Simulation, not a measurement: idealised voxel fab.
process module | voxel transistor to metal
Section shown: cut. Width: 290 nm. Cell size: 5 nm, square.
Notation: cross-section as square-cell grid; stated in bands, top first, going down; one or more cell rows per band. Band: top and bottom heights (nm) first, top before bottom; then materials from left to right, widths in nm. "everywhere" marks a sole material filling the band edge to edge. "blank" denotes empty space. Heights are expressed relative to 0, this being the level below which the as-received wafer comprises one material exclusively. The lowest band is unbounded in the downward direction and is denoted as in "0 nm and below". Quick explanation for "30->40": the width changes in equal steps down the rows of cells, from the first number in the band's top row to the second number in its bottom row. Where the words "nothing got changed" appear for a step, the cross-section shows no cell changed by that step; every cell remained as before. The list in "Enclosed internal voids" covers empty spaces of 8 cells or more that cannot reach the top through any open way, and it gives each as width x height at distance; the distance is from the left edge, and width, height and distance are in nm. Text after the settings on a step's line: the simulator's own remark on that step. "overlay nm", when on a step's line for a step with a mask, measures how far to the right of its planned place the mask lay; a negative measure means to the left. Guide to the pairs. Each holds a before and an after cross-section around one process step; the after cross-section is cut off at the lowest band that changed. Look under the pair for the step between them and its settings. Pairs can come from different runs of this module on the same starting wafer, so a pair follows on from the one above it only where its entry headed "Before the process" says it does.

**Before the process**
35 nm to 30 nm: 50 nm TiN; 5 nm blank; 65 nm TiN; 5 nm blank; 40 nm TiN; 5 nm blank; 65 nm TiN; 5 nm blank; 50 nm TiN
30 nm to 20 nm: 45 nm SiO2; 5 nm TiN; 5 nm blank; 5 nm TiN; 55 nm SiO2; 5 nm TiN; 5 nm blank; 5 nm TiN; 30 nm SiO2; 5 nm TiN; 5 nm blank; 5 nm TiN; 55 nm SiO2; 5 nm TiN; 5 nm blank; 5 nm TiN; 45 nm SiO2
20 nm to 15 nm: 45 nm SiO2; 5 nm TiN; 5 nm blank; 5 nm TiN; 10 nm SiO2; 5 nm HfO2; 5 nm TiN; 15 nm W; 5 nm TiN; 5 nm HfO2; 10 nm SiO2; 5 nm TiN; 5 nm blank; 5 nm TiN; 30 nm SiO2; 5 nm TiN; 5 nm blank; 5 nm TiN; 10 nm SiO2; 5 nm HfO2; 5 nm TiN; 15 nm W; 5 nm TiN; 5 nm HfO2; 10 nm SiO2; 5 nm TiN; 5 nm blank; 5 nm TiN; 45 nm SiO2
15 nm to 10 nm: 45 nm SiO2; 15 nm TiN; 10 nm SiO2; 5 nm HfO2; 5 nm TiN; 15 nm W; 5 nm TiN; 5 nm HfO2; 10 nm SiO2; 15 nm TiN; 30 nm SiO2; 15 nm TiN; 10 nm SiO2; 5 nm HfO2; 5 nm TiN; 15 nm W; 5 nm TiN; 5 nm HfO2; 10 nm SiO2; 15 nm TiN; 45 nm SiO2
10 nm to 0 nm: 50 nm SiO2; 20 nm nSi; 5 nm HfO2; 5 nm TiN; 15 nm W; 5 nm TiN; 5 nm HfO2; 20 nm nSi; 40 nm SiO2; 20 nm nSi; 5 nm HfO2; 5 nm TiN; 15 nm W; 5 nm TiN; 5 nm HfO2; 20 nm nSi; 50 nm SiO2
0 nm to -5 nm: 50 nm SiO2; 20 nm nSi; 5 nm HfO2; 25 nm TiN; 5 nm HfO2; 20 nm nSi; 40 nm SiO2; 20 nm nSi; 5 nm HfO2; 25 nm TiN; 5 nm HfO2; 20 nm nSi; 50 nm SiO2
-5 nm to -10 nm: 35 nm SiO2; 35 nm nSi; 35 nm HfO2; 35 nm nSi; 10 nm SiO2; 35 nm nSi; 35 nm HfO2; 35 nm nSi; 35 nm SiO2
-10 nm to -25 nm: 40 nm SiO2; 30 nm nSi; 35 nm Si; 30 nm nSi; 20 nm SiO2; 30 nm nSi; 35 nm Si; 30 nm nSi; 40 nm SiO2
-25 nm to -40 nm: 40 nm SiO2; 95 nm Si; 20 nm SiO2; 95 nm Si; 40 nm SiO2
-40 nm and below: Si everywhere
Enclosed internal voids: none

**Post-Step Section View**
40 nm to 35 nm: W everywhere
35 nm to 30 nm: 50 nm TiN; 5 nm W; 65 nm TiN; 5 nm W; 40 nm TiN; 5 nm W; 65 nm TiN; 5 nm W; 50 nm TiN
30 nm to 20 nm: 45 nm SiO2; 5 nm TiN; 5 nm W; 5 nm TiN; 55 nm SiO2; 5 nm TiN; 5 nm W; 5 nm TiN; 30 nm SiO2; 5 nm TiN; 5 nm W; 5 nm TiN; 55 nm SiO2; 5 nm TiN; 5 nm W; 5 nm TiN; 45 nm SiO2
20 nm to 15 nm: 45 nm SiO2; 5 nm TiN; 5 nm W; 5 nm TiN; 10 nm SiO2; 5 nm HfO2; 5 nm TiN; 15 nm W; 5 nm TiN; 5 nm HfO2; 10 nm SiO2; 5 nm TiN; 5 nm W; 5 nm TiN; 30 nm SiO2; 5 nm TiN; 5 nm W; 5 nm TiN; 10 nm SiO2; 5 nm HfO2; 5 nm TiN; 15 nm W; 5 nm TiN; 5 nm HfO2; 10 nm SiO2; 5 nm TiN; 5 nm W; 5 nm TiN; 45 nm SiO2
Everything below 15 is unchanged.
Enclosed internal voids: none
The step that takes the structure from the upper cross-section to the lower one is FILL_DEP [material W] [thk nm 5]

Before the process: starting point is the after cross-section of the pair just above.

**Post-Step Section View**
30 nm to 20 nm: 45 nm SiO2; 5 nm TiN; 5 nm W; 5 nm TiN; 55 nm SiO2; 5 nm TiN; 5 nm W; 5 nm TiN; 30 nm SiO2; 5 nm TiN; 5 nm W; 5 nm TiN; 55 nm SiO2; 5 nm TiN; 5 nm W; 5 nm TiN; 45 nm SiO2
Everything below 20 is unchanged.
Enclosed internal voids: none
The step that takes the structure from the upper cross-section to the lower one is CMP [height nm 30]

Before the process: starting point is the after cross-section of the pair just above.

**Post-Step Section View**
35 nm to 30 nm: SiN everywhere
Everything below 30 is unchanged.
Enclosed internal voids: none
The step that takes the structure from the upper cross-section to the lower one is CONFORMAL_DEP [material SiN] [thk nm 5]

Before the process: starting point is the after cross-section of the pair just above.

**Post-Step Section View**
55 nm to 35 nm: lowk everywhere
Everything below 35 is unchanged.
Enclosed internal voids: none
The step that takes the structure from the upper cross-section to the lower one is DIRECTIONAL_DEP [material lowk] [thk nm 20]

Before the process: starting point is the after cross-section of the pair just above.

**Post-Step Section View**
55 nm to 35 nm: 45 nm lowk; 15 nm blank; 55 nm lowk; 15 nm blank; 30 nm lowk; 15 nm blank; 55 nm lowk; 15 nm blank; 45 nm lowk
Everything below 35 is unchanged.
Enclosed internal voids: none
The step that takes the structure from the upper cross-section to the lower one is MASKED_ETCH [tone open] [mask id METAL_1] [width nm 15] [etch materials lowk] [depth nm 20] [overlay nm 0]

Before the process: starting point is the after cross-section of the pair just above.

**Post-Step Section View**
55 nm to 35 nm: 45 nm lowk; 15 nm blank; 55 nm lowk; 15 nm blank; 30 nm lowk; 15 nm blank; 55 nm lowk; 15 nm blank; 45 nm lowk
35 nm to 30 nm: 45 nm SiN; 15 nm blank; 55 nm SiN; 15 nm blank; 30 nm SiN; 15 nm blank; 55 nm SiN; 15 nm blank; 45 nm SiN
Everything below 30 is unchanged.
Enclosed internal voids: none
The step that takes the structure from the upper cross-section to the lower one is MASKED_ETCH [tone open] [mask id METAL_1] [width nm 15] [etch materials SiN] [depth nm 5] [overlay nm 0]

Before the process: starting point is the after cross-section of the pair just above.

**Post-Step Section View**
60 nm to 55 nm: 50 nm TiN; 5 nm blank; 65 nm TiN; 5 nm blank; 40 nm TiN; 5 nm blank; 65 nm TiN; 5 nm blank; 50 nm TiN
55 nm to 35 nm: 45 nm lowk; 5 nm TiN; 5 nm blank; 5 nm TiN; 55 nm lowk; 5 nm TiN; 5 nm blank; 5 nm TiN; 30 nm lowk; 5 nm TiN; 5 nm blank; 5 nm TiN; 55 nm lowk; 5 nm TiN; 5 nm blank; 5 nm TiN; 45 nm lowk
35 nm to 30 nm: 45 nm SiN; 15 nm TiN; 55 nm SiN; 15 nm TiN; 30 nm SiN; 15 nm TiN; 55 nm SiN; 15 nm TiN; 45 nm SiN
Everything below 30 is unchanged.
Enclosed internal voids: none
The step that takes the structure from the upper cross-section to the lower one is CONFORMAL_DEP [material TiN] [thk nm 5]

Before the process: starting point is the after cross-section of the pair just above.

**Post-Step Section View**
70 nm to 60 nm: Ru everywhere
60 nm to 55 nm: 50 nm TiN; 5 nm Ru; 65 nm TiN; 5 nm Ru; 40 nm TiN; 5 nm Ru; 65 nm TiN; 5 nm Ru; 50 nm TiN
55 nm to 35 nm: 45 nm lowk; 5 nm TiN; 5 nm Ru; 5 nm TiN; 55 nm lowk; 5 nm TiN; 5 nm Ru; 5 nm TiN; 30 nm lowk; 5 nm TiN; 5 nm Ru; 5 nm TiN; 55 nm lowk; 5 nm TiN; 5 nm Ru; 5 nm TiN; 45 nm lowk
Everything below 35 is unchanged.
Enclosed internal voids: none
The step that takes the structure from the upper cross-section to the lower one is FILL_DEP [material Ru] [thk nm 10]

Before the process: starting point is the after cross-section of the pair just above.

**Post-Step Section View**
55 nm to 35 nm: 45 nm lowk; 5 nm TiN; 5 nm Ru; 5 nm TiN; 55 nm lowk; 5 nm TiN; 5 nm Ru; 5 nm TiN; 30 nm lowk; 5 nm TiN; 5 nm Ru; 5 nm TiN; 55 nm lowk; 5 nm TiN; 5 nm Ru; 5 nm TiN; 45 nm lowk
Everything below 35 is unchanged.
Enclosed internal voids: none
The step that takes the structure from the upper cross-section to the lower one is CMP [height nm 55]

Before the process: starting point is the after cross-section of the pair just above.

**Post-Step Section View**
60 nm to 55 nm: SiCN everywhere
Everything below 55 is unchanged.
Enclosed internal voids: none
The step that takes the structure from the upper cross-section to the lower one is CONFORMAL_DEP [material SiCN] [thk nm 5]

Before the process: starting point is the after cross-section of the pair just above.

**Post-Step Section View**
85 nm to 60 nm: lowk everywhere
Everything below 60 is unchanged.
Enclosed internal voids: none
The step that takes the structure from the upper cross-section to the lower one is DIRECTIONAL_DEP [material lowk] [thk nm 25]

Before the process: starting point is the after cross-section of the pair just above.

**Post-Step Section View**
100 nm to 85 nm: 45 nm resist; 15 nm blank; 100 nm resist; 15 nm blank; 115 nm resist
Everything below 85 is unchanged.
Enclosed internal voids: none
The step that takes the structure from the upper cross-section to the lower one is PATTERN [tone open] [mask id METAL_2] [material resist] [width nm 15] [pitch nm 115] [thk nm 15] [overlay nm 0]

Before the process: starting point is the after cross-section of the pair just above.

**Post-Step Section View**
100 nm to 85 nm: 45 nm resist; 15 nm blank; 100 nm resist; 15 nm blank; 115 nm resist
85 nm to 70 nm: 45 nm lowk; 15 nm blank; 100 nm lowk; 15 nm blank; 115 nm lowk
Everything below 70 is unchanged.
Enclosed internal voids: none
The step that takes the structure from the upper cross-section to the lower one is DIRECTIONAL_ETCH [etch materials lowk] [depth nm 15]

Before the process: starting point is the after cross-section of the pair just above.

**Post-Step Section View**
85 nm to 70 nm: 45 nm lowk; 15 nm blank; 100 nm lowk; 15 nm blank; 115 nm lowk
Everything below 70 is unchanged.
Enclosed internal voids: none
The step that takes the structure from the upper cross-section to the lower one is STRIP [etch materials resist]

Before the process: starting point is the after cross-section of the pair just above.

**Post-Step Section View**
100 nm to 85 nm: 45 nm aC; 15 nm blank; 100 nm aC; 15 nm blank; 115 nm aC
85 nm to 70 nm: 45 nm lowk; 15 nm aC; 100 nm lowk; 15 nm aC; 115 nm lowk
Everything below 70 is unchanged.
Enclosed internal voids: none
The step that takes the structure from the upper cross-section to the lower one is DIRECTIONAL_DEP [material aC] [thk nm 15]

Before the process: starting point is the after cross-section of the pair just above.

**Post-Step Section View**
130 nm to 100 nm: 45 nm resist; 15 nm blank; 100 nm resist; 15 nm blank; 115 nm resist
Everything below 100 is unchanged.
Enclosed internal voids: none
The step that takes the structure from the upper cross-section to the lower one is PATTERN [tone open] [mask id METAL_2_HOLES] [material resist] [width nm 15] [pitch nm 115] [thk nm 30] [overlay nm 0]

Before the process: starting point is the after cross-section of the pair just above.

**Post-Step Section View**
115 nm to 100 nm: 45 nm resist; 15 nm blank; 100 nm resist; 15 nm blank; 115 nm resist
100 nm to 85 nm: 45 nm aC; 15 nm blank; 100 nm aC; 15 nm blank; 115 nm aC
85 nm to 70 nm: 45 nm lowk; 15 nm blank; 100 nm lowk; 15 nm blank; 115 nm lowk
Everything below 70 is unchanged.
Enclosed internal voids: none
The step that takes the structure from the upper cross-section to the lower one is DIRECTIONAL_ETCH [etch materials aC] [depth nm 15]

Before the process: starting point is the after cross-section of the pair just above.

**Post-Step Section View**
100 nm to 85 nm: 45 nm aC; 15 nm blank; 100 nm aC; 15 nm blank; 115 nm aC
Everything below 85 is unchanged.
Enclosed internal voids: none
The step that takes the structure from the upper cross-section to the lower one is STRIP [etch materials resist]

Before the process: starting point is the after cross-section of the pair just above.

**Post-Step Section View**
100 nm to 85 nm: 45 nm aC; 15 nm blank; 100 nm aC; 15 nm blank; 115 nm aC
85 nm to 60 nm: 45 nm lowk; 15 nm blank; 100 nm lowk; 15 nm blank; 115 nm lowk
Everything below 60 is unchanged.
Enclosed internal voids: none
The step that takes the structure from the upper cross-section to the lower one is DIRECTIONAL_ETCH [etch materials lowk] [depth nm 10]

Before the process: starting point is the after cross-section of the pair just above.

**Post-Step Section View**
100 nm to 85 nm: 45 nm aC; 15 nm blank; 100 nm aC; 15 nm blank; 115 nm aC
85 nm to 60 nm: 45 nm lowk; 15 nm blank; 100 nm lowk; 15 nm blank; 115 nm lowk
60 nm to 55 nm: 45 nm SiCN; 15 nm blank; 100 nm SiCN; 15 nm blank; 115 nm SiCN
Everything below 55 is unchanged.
Enclosed internal voids: none
The step that takes the structure from the upper cross-section to the lower one is DIRECTIONAL_ETCH [etch materials SiCN] [depth nm 5]

Before the process: starting point is the after cross-section of the pair just above.

**Post-Step Section View**
85 nm to 60 nm: 45 nm lowk; 15 nm blank; 100 nm lowk; 15 nm blank; 115 nm lowk
Everything below 60 is unchanged.
Enclosed internal voids: none
The step that takes the structure from the upper cross-section to the lower one is STRIP [etch materials aC]

Before the process: starting point is the after cross-section of the pair just above.

**Post-Step Section View**
90 nm to 85 nm: 50 nm TiN; 5 nm blank; 110 nm TiN; 5 nm blank; 120 nm TiN
85 nm to 60 nm: 45 nm lowk; 5 nm TiN; 5 nm blank; 5 nm TiN; 100 nm lowk; 5 nm TiN; 5 nm blank; 5 nm TiN; 115 nm lowk
60 nm to 55 nm: 45 nm SiCN; 15 nm TiN; 100 nm SiCN; 15 nm TiN; 115 nm SiCN
Everything below 55 is unchanged.
Enclosed internal voids: none
The step that takes the structure from the upper cross-section to the lower one is CONFORMAL_DEP [material TiN] [thk nm 5]

Before the process: starting point is the after cross-section of the pair just above.

**Post-Step Section View**
95 nm to 90 nm: Ru everywhere
90 nm to 85 nm: 50 nm TiN; 5 nm Ru; 110 nm TiN; 5 nm Ru; 120 nm TiN
85 nm to 60 nm: 45 nm lowk; 5 nm TiN; 5 nm Ru; 5 nm TiN; 100 nm lowk; 5 nm TiN; 5 nm Ru; 5 nm TiN; 115 nm lowk
Everything below 60 is unchanged.
Enclosed internal voids: none
The step that takes the structure from the upper cross-section to the lower one is FILL_DEP [material Ru] [thk nm 5]

Before the process: starting point is the after cross-section of the pair just above.

**Post-Step Section View**
85 nm to 60 nm: 45 nm lowk; 5 nm TiN; 5 nm Ru; 5 nm TiN; 100 nm lowk; 5 nm TiN; 5 nm Ru; 5 nm TiN; 115 nm lowk
Everything below 60 is unchanged.
Enclosed internal voids: none
The step that takes the structure from the upper cross-section to the lower one is CMP [height nm 85]

Before the process: starting point is the after cross-section of the pair just above.

**Post-Step Section View**
90 nm to 85 nm: SiCN everywhere
Everything below 85 is unchanged.
Enclosed internal voids: none
The step that takes the structure from the upper cross-section to the lower one is CONFORMAL_DEP [material SiCN] [thk nm 5]

**Before the process**
30 nm to 10 nm: 40 nm blank; 95 nm resist; 20 nm blank; 95 nm resist; 40 nm blank
10 nm to 0 nm: 40 nm blank; 95 nm SiN; 20 nm blank; 95 nm SiN; 40 nm blank
0 nm to -5 nm: 40 nm blank; 95 nm SiO2; 20 nm blank; 95 nm SiO2; 40 nm blank
-5 nm to -40 nm: 40 nm blank; 95 nm Si; 20 nm blank; 95 nm Si; 40 nm blank
-40 nm and below: Si everywhere
Enclosed internal voids: none

**Post-Step Section View**
30 nm to 10 nm: 40 nm blank; 95 nm resist; 20 nm blank; 95 nm resist; 40 nm blank
10 nm to 0 nm: 40 nm blank; 95 nm SiN; 20 nm blank; 95 nm SiN; 40 nm blank
0 nm to -5 nm: 40 nm blank; 95 nm SiO2; 20 nm blank; 95 nm SiO2; 40 nm blank
-5 nm to -75 nm: 40 nm blank; 95 nm Si; 20 nm blank; 95 nm Si; 40 nm blank
Everything below -75 is unchanged.
Enclosed internal voids: none
The step that takes the structure from the upper cross-section to the lower one is DIRECTIONAL_ETCH [etch materials Si] [depth nm 35]

Before the process: starting point is the after cross-section of the pair just above.

**Post-Step Section View**
10 nm to 0 nm: 40 nm blank; 95 nm SiN; 20 nm blank; 95 nm SiN; 40 nm blank
Everything below 0 is unchanged.
Enclosed internal voids: none
The step that takes the structure from the upper cross-section to the lower one is STRIP [etch materials resist]

Before the process: starting point is the after cross-section of the pair just above.

**Post-Step Section View**
20 nm to 10 nm: SiO2 everywhere
10 nm to 0 nm: 40 nm SiO2; 95 nm SiN; 20 nm SiO2; 95 nm SiN; 40 nm SiO2
0 nm to -5 nm: SiO2 everywhere
-5 nm to -75 nm: 40 nm SiO2; 95 nm Si; 20 nm SiO2; 95 nm Si; 40 nm SiO2
Everything below -75 is unchanged.
Enclosed internal voids: none
The step that takes the structure from the upper cross-section to the lower one is FILL_DEP [material SiO2] [thk nm 10]

Before the process: starting point is the after cross-section of the pair just above.

**Post-Step Section View**
10 nm to 0 nm: 40 nm SiO2; 95 nm SiN; 20 nm SiO2; 95 nm SiN; 40 nm SiO2
Everything below 0 is unchanged.
Enclosed internal voids: none
The step that takes the structure from the upper cross-section to the lower one is CMP [height nm 10]

Before the process: starting point is the after cross-section of the pair just above.

**Post-Step Section View**
10 nm to 0 nm: 40 nm blank; 95 nm SiN; 20 nm blank; 95 nm SiN; 40 nm blank
Everything below 0 is unchanged.
Enclosed internal voids: none
The step that takes the structure from the upper cross-section to the lower one is SELECTIVE_ETCH [etch materials SiO2] [depth nm 10]

Before the process: starting point is the after cross-section of the pair just above.

**Post-Step Section View**
0 nm to -5 nm: SiO2 everywhere
Everything below -5 is unchanged.
Enclosed internal voids: none
The step that takes the structure from the upper cross-section to the lower one is STRIP [etch materials SiN]

Before the process: starting point is the after cross-section of the pair just above.

**Post-Step Section View**
-5 nm to -75 nm: 40 nm SiO2; 95 nm Si; 20 nm SiO2; 95 nm Si; 40 nm SiO2
Everything below -75 is unchanged.
Enclosed internal voids: none
The step that takes the structure from the upper cross-section to the lower one is SELECTIVE_ETCH [etch materials SiO2] [depth nm 5]

Before the process: starting point is the after cross-section of the pair just above.

**Post-Step Section View**
-5 nm to -10 nm: SiO2 everywhere
Everything below -10 is unchanged.
Enclosed internal voids: none
The step that takes the structure from the upper cross-section to the lower one is OXIDIZE [depth nm 5]

Before the process: starting point is the after cross-section of the pair just above.

**Post-Step Section View**
25 nm to -5 nm: polySi everywhere
Everything below -5 is unchanged.
Enclosed internal voids: none
The step that takes the structure from the upper cross-section to the lower one is DIRECTIONAL_DEP [material polySi] [thk nm 30]

Before the process: starting point is the after cross-section of the pair just above.

**Post-Step Section View**
35 nm to 25 nm: SiCN everywhere
Everything below 25 is unchanged.
Enclosed internal voids: none
The step that takes the structure from the upper cross-section to the lower one is DIRECTIONAL_DEP [material SiCN] [thk nm 10]

Before the process: starting point is the after cross-section of the pair just above.

**Post-Step Section View**
50 nm to 35 nm: aC everywhere
Everything below 35 is unchanged.
Enclosed internal voids: none
The step that takes the structure from the upper cross-section to the lower one is DIRECTIONAL_DEP [material aC] [thk nm 15]

Before the process: starting point is the after cross-section of the pair just above.

**Post-Step Section View**
85 nm to 50 nm: 75 nm blank; 25 nm resist; 90 nm blank; 25 nm resist; 75 nm blank
Everything below 50 is unchanged.
Enclosed internal voids: none
The step that takes the structure from the upper cross-section to the lower one is PATTERN [tone cover] [mask id GATE] [material resist] [width nm 25] [pitch nm 115] [thk nm 35] [overlay nm 0]

Before the process: starting point is the after cross-section of the pair just above.

**Post-Step Section View**
70 nm to 50 nm: 75 nm blank; 25 nm resist; 90 nm blank; 25 nm resist; 75 nm blank
50 nm to 35 nm: 75 nm blank; 25 nm aC; 90 nm blank; 25 nm aC; 75 nm blank
Everything below 35 is unchanged.
Enclosed internal voids: none
The step that takes the structure from the upper cross-section to the lower one is DIRECTIONAL_ETCH [etch materials aC] [depth nm 15]

Before the process: starting point is the after cross-section of the pair just above.

**Post-Step Section View**
50 nm to 35 nm: 75 nm blank; 25 nm aC; 90 nm blank; 25 nm aC; 75 nm blank
Everything below 35 is unchanged.
Enclosed internal voids: none
The step that takes the structure from the upper cross-section to the lower one is STRIP [etch materials resist]

Before the process: starting point is the after cross-section of the pair just above.

**Post-Step Section View**
50 nm to 35 nm: 75 nm blank; 25 nm aC; 90 nm blank; 25 nm aC; 75 nm blank
35 nm to 25 nm: 75 nm blank; 25 nm SiCN; 90 nm blank; 25 nm SiCN; 75 nm blank
Everything below 25 is unchanged.
Enclosed internal voids: none
The step that takes the structure from the upper cross-section to the lower one is DIRECTIONAL_ETCH [etch materials SiCN] [depth nm 20]

Before the process: starting point is the after cross-section of the pair just above.

**Post-Step Section View**
50 nm to 35 nm: 75 nm blank; 25 nm aC; 90 nm blank; 25 nm aC; 75 nm blank
35 nm to 25 nm: 75 nm blank; 25 nm SiCN; 90 nm blank; 25 nm SiCN; 75 nm blank
25 nm to -5 nm: 75 nm blank; 25 nm polySi; 90 nm blank; 25 nm polySi; 75 nm blank
Everything below -5 is unchanged.
Enclosed internal voids: none
The step that takes the structure from the upper cross-section to the lower one is DIRECTIONAL_ETCH [etch materials polySi] [depth nm 40]

Before the process: starting point is the after cross-section of the pair just above.

**Post-Step Section View**
35 nm to 25 nm: 75 nm blank; 25 nm SiCN; 90 nm blank; 25 nm SiCN; 75 nm blank
Everything below 25 is unchanged.
Enclosed internal voids: none
The step that takes the structure from the upper cross-section to the lower one is STRIP [etch materials aC]

Before the process: starting point is the after cross-section of the pair just above.

**Post-Step Section View**
40 nm to 35 nm: 70 nm blank; 35 nm SiO2; 80 nm blank; 35 nm SiO2; 70 nm blank
35 nm to 25 nm: 70 nm blank; 5 nm SiO2; 25 nm SiCN; 5 nm SiO2; 80 nm blank; 5 nm SiO2; 25 nm SiCN; 5 nm SiO2; 70 nm blank
25 nm to 0 nm: 70 nm blank; 5 nm SiO2; 25 nm polySi; 5 nm SiO2; 80 nm blank; 5 nm SiO2; 25 nm polySi; 5 nm SiO2; 70 nm blank
0 nm to -5 nm: 75 nm SiO2; 25 nm polySi; 90 nm SiO2; 25 nm polySi; 75 nm SiO2
Everything below -5 is unchanged.
Enclosed internal voids: none
The step that takes the structure from the upper cross-section to the lower one is CONFORMAL_DEP [material SiO2] [thk nm 5]

Before the process: starting point is the after cross-section of the pair just above.

**Post-Step Section View**
35 nm to 25 nm: 70 nm blank; 5 nm SiO2; 25 nm SiCN; 5 nm SiO2; 80 nm blank; 5 nm SiO2; 25 nm SiCN; 5 nm SiO2; 70 nm blank
25 nm to -5 nm: 70 nm blank; 5 nm SiO2; 25 nm polySi; 5 nm SiO2; 80 nm blank; 5 nm SiO2; 25 nm polySi; 5 nm SiO2; 70 nm blank
Everything below -5 is unchanged.
Enclosed internal voids: none
The step that takes the structure from the upper cross-section to the lower one is DIRECTIONAL_ETCH [etch materials SiO2] [depth nm 5]

Before the process: starting point is the after cross-section of the pair just above.

**Post-Step Section View**
45 nm to 35 nm: 60 nm blank; 55 nm SiN; 60 nm blank; 55 nm SiN; 60 nm blank
35 nm to 25 nm: 60 nm blank; 10 nm SiN; 5 nm SiO2; 25 nm SiCN; 5 nm SiO2; 10 nm SiN; 60 nm blank; 10 nm SiN; 5 nm SiO2; 25 nm SiCN; 5 nm SiO2; 10 nm SiN; 60 nm blank
25 nm to 5 nm: 60 nm blank; 10 nm SiN; 5 nm SiO2; 25 nm polySi; 5 nm SiO2; 10 nm SiN; 60 nm blank; 10 nm SiN; 5 nm SiO2; 25 nm polySi; 5 nm SiO2; 10 nm SiN; 60 nm blank
5 nm to -5 nm: 70 nm SiN; 5 nm SiO2; 25 nm polySi; 5 nm SiO2; 80 nm SiN; 5 nm SiO2; 25 nm polySi; 5 nm SiO2; 70 nm SiN
Everything below -5 is unchanged.
Enclosed internal voids: none
The step that takes the structure from the upper cross-section to the lower one is CONFORMAL_DEP [material SiN] [thk nm 10]

Before the process: starting point is the after cross-section of the pair just above.

**Post-Step Section View**
35 nm to 25 nm: 60 nm blank; 10 nm SiN; 5 nm SiO2; 25 nm SiCN; 5 nm SiO2; 10 nm SiN; 60 nm blank; 10 nm SiN; 5 nm SiO2; 25 nm SiCN; 5 nm SiO2; 10 nm SiN; 60 nm blank
25 nm to -5 nm: 60 nm blank; 10 nm SiN; 5 nm SiO2; 25 nm polySi; 5 nm SiO2; 10 nm SiN; 60 nm blank; 10 nm SiN; 5 nm SiO2; 25 nm polySi; 5 nm SiO2; 10 nm SiN; 60 nm blank
Everything below -5 is unchanged.
Enclosed internal voids: none
The step that takes the structure from the upper cross-section to the lower one is DIRECTIONAL_ETCH [etch materials SiN] [depth nm 10]

Before the process: starting point is the after cross-section of the pair just above.

**Post-Step Section View**
35 nm to 30 nm: 60 nm blank; 10 nm SiN; 5 nm blank; 25 nm SiCN; 5 nm blank; 10 nm SiN; 60 nm blank; 10 nm SiN; 5 nm blank; 25 nm SiCN; 5 nm blank; 10 nm SiN; 60 nm blank
30 nm to 25 nm: 60 nm blank; 10 nm SiN; 5 nm SiO2; 25 nm SiCN; 5 nm SiO2; 10 nm SiN; 60 nm blank; 10 nm SiN; 5 nm SiO2; 25 nm SiCN; 5 nm SiO2; 10 nm SiN; 60 nm blank
25 nm to -5 nm: 60 nm blank; 10 nm SiN; 5 nm SiO2; 25 nm polySi; 5 nm SiO2; 10 nm SiN; 60 nm blank; 10 nm SiN; 5 nm SiO2; 25 nm polySi; 5 nm SiO2; 10 nm SiN; 60 nm blank
-5 nm to -10 nm: 60 nm blank; 55 nm SiO2; 60 nm blank; 55 nm SiO2; 60 nm blank
Everything below -10 is unchanged.
Enclosed internal voids: none
The step that takes the structure from the upper cross-section to the lower one is DIRECTIONAL_ETCH [etch materials SiO2] [depth nm 5]

Before the process: starting point is the after cross-section of the pair just above.

**Post-Step Section View**
35 nm to 30 nm: 60 nm blank; 10 nm SiN; 5 nm blank; 25 nm SiCN; 5 nm blank; 10 nm SiN; 60 nm blank; 10 nm SiN; 5 nm blank; 25 nm SiCN; 5 nm blank; 10 nm SiN; 60 nm blank
30 nm to 25 nm: 60 nm blank; 10 nm SiN; 5 nm SiO2; 25 nm SiCN; 5 nm SiO2; 10 nm SiN; 60 nm blank; 10 nm SiN; 5 nm SiO2; 25 nm SiCN; 5 nm SiO2; 10 nm SiN; 60 nm blank
25 nm to -5 nm: 60 nm blank; 10 nm SiN; 5 nm SiO2; 25 nm polySi; 5 nm SiO2; 10 nm SiN; 60 nm blank; 10 nm SiN; 5 nm SiO2; 25 nm polySi; 5 nm SiO2; 10 nm SiN; 60 nm blank
-5 nm to -10 nm: 60 nm blank; 55 nm SiO2; 60 nm blank; 55 nm SiO2; 60 nm blank
-10 nm to -25 nm: 40 nm SiO2; 20 nm blank; 55 nm Si; 20 nm blank; 20 nm SiO2; 20 nm blank; 55 nm Si; 20 nm blank; 40 nm SiO2
Everything below -25 is unchanged.
Enclosed internal voids: none
The step that takes the structure from the upper cross-section to the lower one is DIRECTIONAL_ETCH [etch materials Si] [depth nm 15]

Before the process: starting point is the after cross-section of the pair just above.

**Post-Step Section View**
35 nm to 30 nm: 60 nm blank; 10 nm SiN; 5 nm blank; 25 nm SiCN; 5 nm blank; 10 nm SiN; 60 nm blank; 10 nm SiN; 5 nm blank; 25 nm SiCN; 5 nm blank; 10 nm SiN; 60 nm blank
30 nm to 25 nm: 60 nm blank; 10 nm SiN; 5 nm SiO2; 25 nm SiCN; 5 nm SiO2; 10 nm SiN; 60 nm blank; 10 nm SiN; 5 nm SiO2; 25 nm SiCN; 5 nm SiO2; 10 nm SiN; 60 nm blank
25 nm to 10 nm: 60 nm blank; 10 nm SiN; 5 nm SiO2; 25 nm polySi; 5 nm SiO2; 10 nm SiN; 60 nm blank; 10 nm SiN; 5 nm SiO2; 25 nm polySi; 5 nm SiO2; 10 nm SiN; 60 nm blank
10 nm to -5 nm: 40 nm blank; 20 nm nSi; 10 nm SiN; 5 nm SiO2; 25 nm polySi; 5 nm SiO2; 10 nm SiN; 20 nm nSi; 20 nm blank; 20 nm nSi; 10 nm SiN; 5 nm SiO2; 25 nm polySi; 5 nm SiO2; 10 nm SiN; 20 nm nSi; 40 nm blank
-5 nm to -10 nm: 35 nm blank; 25 nm nSi; 55 nm SiO2; 25 nm nSi; 10 nm blank; 25 nm nSi; 55 nm SiO2; 25 nm nSi; 35 nm blank
-10 nm to -25 nm: 40 nm SiO2; 20 nm nSi; 55 nm Si; 20 nm nSi; 20 nm SiO2; 20 nm nSi; 55 nm Si; 20 nm nSi; 40 nm SiO2
Everything below -25 is unchanged.
Enclosed internal voids: none
The step that takes the structure from the upper cross-section to the lower one is EPI [material nSi] [thk nm 20]
